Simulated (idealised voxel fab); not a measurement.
The name of this process module is voxel gate over fins.
The figure presents cross-section cut, which has a width of 300 nm and is divided into square cells with an edge length of 5 nm.
A cross-section in this document is a grid of square cells, and it is written down as bands, the top band listed before the ones below it; a band is made up of one or more rows of cells.
Quick guide to a band line: top height, bottom height (nm) up front; then every material left to right with its width in nm. Only one material and it's marked "throughout"? Then it fills the band edge to edge. And "empty" just means empty space.
Heights are measured from 0, the level below which the as-received wafer is all one material; the lowest band has no bottom and continues downward, written as in "0 down".
Note: "30..40" means the width goes from the first number (top row of the band) to the second number (bottom row) in equal steps per row of cells.
For the purposes of this document, the phrase "remains unaltered" attached to a step denotes that no cell within the cross-section was modified by that step.
Entry "Closed void roster". Content: empty spaces with no open connection to the top, size 8 cells or greater. Each: width x height at distance. Distance: from left edge. Unit: nm.
after a step's settings: what the simulator itself notes on the step
overlay nm: mask right of planned place by this much (step with mask). Neg. = left.
[Steps in the process plan]
1,RECEIVE | material Si
2,CONFORMAL_DEP | material SiN | thk nm 5
3,MASKED_ETCH | tone cover | mask id FINS | width nm 15 | pitch nm 55 | etch materials SiN | depth nm 5 | overlay nm 0
4,MASKED_ETCH | tone cover | mask id FINS | width nm 15 | pitch nm 55 | etch materials Si | depth nm 40 | overlay nm 0
5,OXIDIZE | depth nm 5
6,FILL_DEP | material SiO2 | thk nm 10
7,CMP | height nm 5
8,DIRECTIONAL_DEP | material aC | thk nm 10
9,PATTERN | tone open | mask id RAIL | material resist | width nm 15 | thk nm 25 | overlay nm 0
10,DIRECTIONAL_ETCH | etch materials aC | depth nm 10
11,STRIP | etch materials resist
12,DIRECTIONAL_ETCH | etch materials SiO2 | depth nm 40
13,STRIP | etch materials aC
14,CONFORMAL_DEP | material TiN | thk nm 5
15,FILL_DEP | material W | thk nm 10
16,CMP | height nm 5
17,SELECTIVE_ETCH | etch materials W Ru TiN | depth nm 25
18,FILL_DEP | material SiO2 | thk nm 5
19,CMP | height nm 5
20,SELECTIVE_ETCH | etch materials SiO2 | depth nm 15
21,STRIP | etch materials SiN
22,CONFORMAL_DEP | material HfO2 | thk nm 5
23,CONFORMAL_DEP | material TiN | thk nm 5
24,CONFORMAL_DEP | material TiAl | thk nm 5
25,CONFORMAL_DEP | material TiN | thk nm 5
26,FILL_DEP | material W | thk nm 15
27,CMP | height nm 30
28,CONFORMAL_DEP | material SiN | thk nm 5
[Cross-section of the wafer at receipt, which is the condition after step 1]
    0 down  Si throughout
    Closed void roster: none
[The module was run from the start shown above using the plan shown above, but one mistake was made doing it; the resulting wafer cross-section is below]
    35 to 30  SiN throughout
    30 to 20  W throughout
    20 to 15  45 nm W, 45 nm TiN, 10 nm W, 45 nm TiN, 10 nm W, 45 nm TiN, 10 nm W, 45 nm TiN, 45 nm W
    15 to 10  40 nm W, 10 nm TiN, 35 nm TiAl, 20 nm TiN, 35 nm TiAl, 20 nm TiN, 35 nm TiAl, 20 nm TiN, 35 nm TiAl, 10 nm TiN, 40 nm W
    10 to 5  45 nm TiN, 10 nm TiAl, 25 nm TiN, 10 nm TiAl, 10 nm TiN, 10 nm TiAl, 25 nm TiN, 10 nm TiAl, 10 nm TiN, 10 nm TiAl, 25 nm TiN, 10 nm TiAl, 10 nm TiN, 10 nm TiAl, 25 nm TiN, 10 nm TiAl, 45 nm TiN
    5 to 0  50 nm TiAl, 10 nm TiN, 15 nm HfO2, 10 nm TiN, 20 nm TiAl, 10 nm TiN, 15 nm HfO2, 10 nm TiN, 20 nm TiAl, 10 nm TiN, 15 nm HfO2, 10 nm TiN, 20 nm TiAl, 10 nm TiN, 15 nm HfO2, 10 nm TiN, 50 nm TiAl
    0 to -5  55 nm TiN, 10 nm HfO2, 5 nm Si, 10 nm HfO2, 30 nm TiN, 10 nm HfO2, 5 nm Si, 10 nm HfO2, 30 nm TiN, 10 nm HfO2, 5 nm Si, 10 nm HfO2, 30 nm TiN, 10 nm HfO2, 5 nm Si, 10 nm HfO2, 55 nm TiN
    -5 to -10  60 nm HfO2, 15 nm Si, 40 nm HfO2, 15 nm Si, 40 nm HfO2, 15 nm Si, 40 nm HfO2, 15 nm Si, 60 nm HfO2
    -10 to -20  60 nm SiO2, 15 nm Si, 40 nm SiO2, 15 nm Si, 40 nm SiO2, 15 nm Si, 40 nm SiO2, 15 nm Si, 60 nm SiO2
    -20 to -30  60 nm SiO2, 15 nm Si, 10 nm SiO2, 5 nm TiN, 5 nm W, 5 nm TiN, 15 nm SiO2, 15 nm Si, 40 nm SiO2, 15 nm Si, 40 nm SiO2, 15 nm Si, 60 nm SiO2
    -30 to -35  60 nm SiO2, 15 nm Si, 10 nm SiO2, 15 nm TiN, 15 nm SiO2, 15 nm Si, 40 nm SiO2, 15 nm Si, 40 nm SiO2, 15 nm Si, 60 nm SiO2
    -35 to -45  60 nm SiO2, 15 nm Si, 40 nm SiO2, 15 nm Si, 40 nm SiO2, 15 nm Si, 40 nm SiO2, 15 nm Si, 60 nm SiO2
    -45 down  Si throughout
    Closed void roster: none
Here's what went sideways: step 4 went in with a setting other than planned; the actual run was MASKED_ETCH | tone cover | mask id FINS | width nm 25 | pitch nm 55 | etch materials Si | depth nm 40 | overlay nm 0
